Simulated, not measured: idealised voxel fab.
voxel ribs on slabs: a process module
Cross-section cut spans 195 nm and uses square cells 5 nm in size.
Notation: cross-section as square-cell grid; stated in bands, top first, going down; one or more cell rows per band. First you get the band's top height and its bottom height, in nm, and then the materials it's made of, left to right, with each width in nm. If you see a single material with "everywhere", that one covers the band edge to edge. "blank" is empty space. We count height from 0. Below that, the starting wafer is all one material. The lowest band never ends at the bottom but goes on down; see "0 down" for how that is written. A width such as "30->40" changes by the same amount from each row of cells to the next, from the band's top row to its bottom row. When a step is marked "stayed the same", none of the cells in the cross-section changed during that step. "Sealed internal voids" enumerates empty spaces isolated from the top, with no open way to it, that contain at least 8 cells, giving each as width x height at distance from the left edge, all three in nm. Where a step's line continues beyond its settings, the continuation is a remark by the simulator itself on that step. "overlay nm" denotes, for a step that has a mask, the displacement of the mask to the right of its planned place, with negative values corresponding to the left.
## Process steps - plan
1 RECEIVE,material Si
2 DIRECTIONAL_DEP,material SiO2,thk nm 20
3 DIRECTIONAL_DEP,material polySi,thk nm 15
4 MASKED_ETCH,tone cover,mask id RIB,width nm 15,etch materials polySi,depth nm 5,overlay nm 0
5 DIRECTIONAL_DEP,material aC,thk nm 15
6 PATTERN,tone cover,mask id SLAB,material resist,width nm 55,thk nm 35,overlay nm 0
7 DIRECTIONAL_ETCH,etch materials aC,depth nm 15
8 STRIP,etch materials resist
9 DIRECTIONAL_ETCH,etch materials polySi,depth nm 10
10 STRIP,etch materials aC
11 FILL_DEP,material SiO2,thk nm 30
12 CMP,height nm 55
13 DIRECTIONAL_DEP,material TiN,thk nm 5
14 DIRECTIONAL_DEP,material aC,thk nm 15
15 PATTERN,tone cover,mask id HEATER,material resist,width nm 25,thk nm 30,overlay nm 0
16 DIRECTIONAL_ETCH,etch materials aC,depth nm 15
17 STRIP,etch materials resist
18 DIRECTIONAL_ETCH,etch materials TiN,depth nm 5
19 STRIP,etch materials aC
20 CONFORMAL_DEP,material SiN,thk nm 5
## On the first of the two wafers: run conducted according to plan
## The cross-section here shows the wafer as received, i.e. in its state after step 1
  0 down: Si everywhere
  Sealed internal voids: none
## After step 2: wafer cross-section
  20 to 0: SiO2 everywhere
  Rest of section, below 0: as before.
## After step 3: wafer cross-section
  35 to 20: polySi everywhere
  Rest of section, below 20: as before.
## After step 4: wafer cross-section
  35 to 30: blank 90 nm  polySi 15 nm  blank 90 nm
  Rest of section, below 30: as before.
## After step 5: wafer cross-section
  50 to 45: blank 90 nm  aC 15 nm  blank 90 nm
  45 to 35: aC everywhere
  35 to 30: aC 90 nm  polySi 15 nm  aC 90 nm
  Rest of section, below 30: as before.
## After step 6: wafer cross-section
  85 to 50: blank 70 nm  resist 55 nm  blank 70 nm
  50 to 45: blank 70 nm  resist 20 nm  aC 15 nm  resist 20 nm  blank 70 nm
  Rest of section, below 45: as before.
## After step 7: wafer cross-section
  70 to 50: blank 70 nm  resist 55 nm  blank 70 nm
  50 to 45: blank 70 nm  resist 20 nm  aC 15 nm  resist 20 nm  blank 70 nm
  45 to 35: blank 70 nm  aC 55 nm  blank 70 nm
  35 to 30: blank 70 nm  aC 20 nm  polySi 15 nm  aC 20 nm  blank 70 nm
  Rest of section, below 30: as before.
## After step 8: wafer cross-section
  50 to 45: blank 90 nm  aC 15 nm  blank 90 nm
  Rest of section, below 45: as before.
## After step 9: wafer cross-section
  50 to 45: blank 90 nm  aC 15 nm  blank 90 nm
  45 to 35: blank 70 nm  aC 55 nm  blank 70 nm
  35 to 30: blank 70 nm  aC 20 nm  polySi 15 nm  aC 20 nm  blank 70 nm
  30 to 20: blank 70 nm  polySi 55 nm  blank 70 nm
  Rest of section, below 20: as before.
## After step 10: wafer cross-section
  35 to 30: blank 90 nm  polySi 15 nm  blank 90 nm
  Rest of section, below 30: as before.
## After step 11: wafer cross-section
  65 to 35: SiO2 everywhere
  35 to 30: SiO2 90 nm  polySi 15 nm  SiO2 90 nm
  30 to 20: SiO2 70 nm  polySi 55 nm  SiO2 70 nm
  Rest of section, below 20: as before.
## After step 12: wafer cross-section
  55 to 35: SiO2 everywhere
  Rest of section, below 35: as before.
## After step 13: wafer cross-section
  60 to 55: TiN everywhere
  Rest of section, below 55: as before.
## After step 14: wafer cross-section
  75 to 60: aC everywhere
  Rest of section, below 60: as before.
## After step 15: wafer cross-section
  105 to 75: blank 85 nm  resist 25 nm  blank 85 nm
  Rest of section, below 75: as before.
## After step 16: wafer cross-section
  90 to 75: blank 85 nm  resist 25 nm  blank 85 nm
  75 to 60: blank 85 nm  aC 25 nm  blank 85 nm
  Rest of section, below 60: as before.
## After step 17: wafer cross-section
  75 to 60: blank 85 nm  aC 25 nm  blank 85 nm
  Rest of section, below 60: as before.
## After step 18: wafer cross-section
  75 to 60: blank 85 nm  aC 25 nm  blank 85 nm
  60 to 55: blank 85 nm  TiN 25 nm  blank 85 nm
  Rest of section, below 55: as before.
## After step 19: wafer cross-section
  60 to 55: blank 85 nm  TiN 25 nm  blank 85 nm
  Rest of section, below 55: as before.
## After step 20: wafer cross-section
  65 to 60: blank 80 nm  SiN 35 nm  blank 80 nm
  60 to 55: SiN 85 nm  TiN 25 nm  SiN 85 nm
  Rest of section, below 55: as before.
## second wafer: like start, like plan, one mistake. Through step 1 it matches the first wafer
## Cross-section of the second wafer at the time by which step 2 should have been completed according to the plan
  15 to 0: polySi everywhere
  Rest of section, below 0: as before.
## Cross-section of the second wafer at the time by which step 3 should have been completed according to the plan
  35 to 15: SiO2 everywhere
  Rest of section, below 15: as before.
Cross-section of the second wafer at the time by which step 4 should have been completed according to the plan: stayed the same
## Cross-section of the second wafer at the time by which step 5 should have been completed according to the plan
  50 to 35: aC everywhere
  Rest of section, below 35: as before.
## Cross-section of the second wafer at the time by which step 6 should have been completed according to the plan
  85 to 50: blank 70 nm  resist 55 nm  blank 70 nm
  Rest of section, below 50: as before.
## Cross-section of the second wafer at the time by which step 7 should have been completed according to the plan
  70 to 50: blank 70 nm  resist 55 nm  blank 70 nm
  50 to 35: blank 70 nm  aC 55 nm  blank 70 nm
  Rest of section, below 35: as before.
## Cross-section of the second wafer at the time by which step 8 should have been completed according to the plan
  50 to 35: blank 70 nm  aC 55 nm  blank 70 nm
  Rest of section, below 35: as before.
Cross-section of the second wafer at the time by which step 9 should have been completed according to the plan: stayed the same
## Cross-section of the second wafer at the time by which step 10 should have been completed according to the plan
  35 to 15: SiO2 everywhere
  Rest of section, below 15: as before.
## Cross-section of the second wafer at the time by which step 11 should have been completed according to the plan
  65 to 15: SiO2 everywhere
  Rest of section, below 15: as before.
## Cross-section of the second wafer at the time by which step 12 should have been completed according to the plan
  55 to 15: SiO2 everywhere
  Rest of section, below 15: as before.
## Cross-section of the second wafer at the time by which step 13 should have been completed according to the plan
  60 to 55: TiN everywhere
  Rest of section, below 55: as before.
## Cross-section of the second wafer at the time by which step 14 should have been completed according to the plan
  75 to 60: aC everywhere
  Rest of section, below 60: as before.
## Cross-section of the second wafer at the time by which step 15 should have been completed according to the plan
  105 to 75: blank 85 nm  resist 25 nm  blank 85 nm
  Rest of section, below 75: as before.
## Cross-section of the second wafer at the time by which step 16 should have been completed according to the plan
  90 to 75: blank 85 nm  resist 25 nm  blank 85 nm
  75 to 60: blank 85 nm  aC 25 nm  blank 85 nm
  Rest of section, below 60: as before.
## Cross-section of the second wafer at the time by which step 17 should have been completed according to the plan
  75 to 60: blank 85 nm  aC 25 nm  blank 85 nm
  Rest of section, below 60: as before.
## Cross-section of the second wafer at the time by which step 18 should have been completed according to the plan
  75 to 60: blank 85 nm  aC 25 nm  blank 85 nm
  60 to 55: blank 85 nm  TiN 25 nm  blank 85 nm
  Rest of section, below 55: as before.
## Cross-section of the second wafer at the time by which step 19 should have been completed according to the plan
  60 to 55: blank 85 nm  TiN 25 nm  blank 85 nm
  Rest of section, below 55: as before.
## Cross-section of the second wafer at the time by which step 20 should have been completed according to the plan
  65 to 60: blank 80 nm  SiN 35 nm  blank 80 nm
  60 to 55: SiN 85 nm  TiN 25 nm  SiN 85 nm
  Rest of section, below 55: as before.
Which mistake was made when the wafer was run? contrary to the plan, steps 2 and 3 were processed in exchanged order
Final cells, second wafer relative to first, materials higher or lower: 92 fewer of SiO2, 92 more of polySi
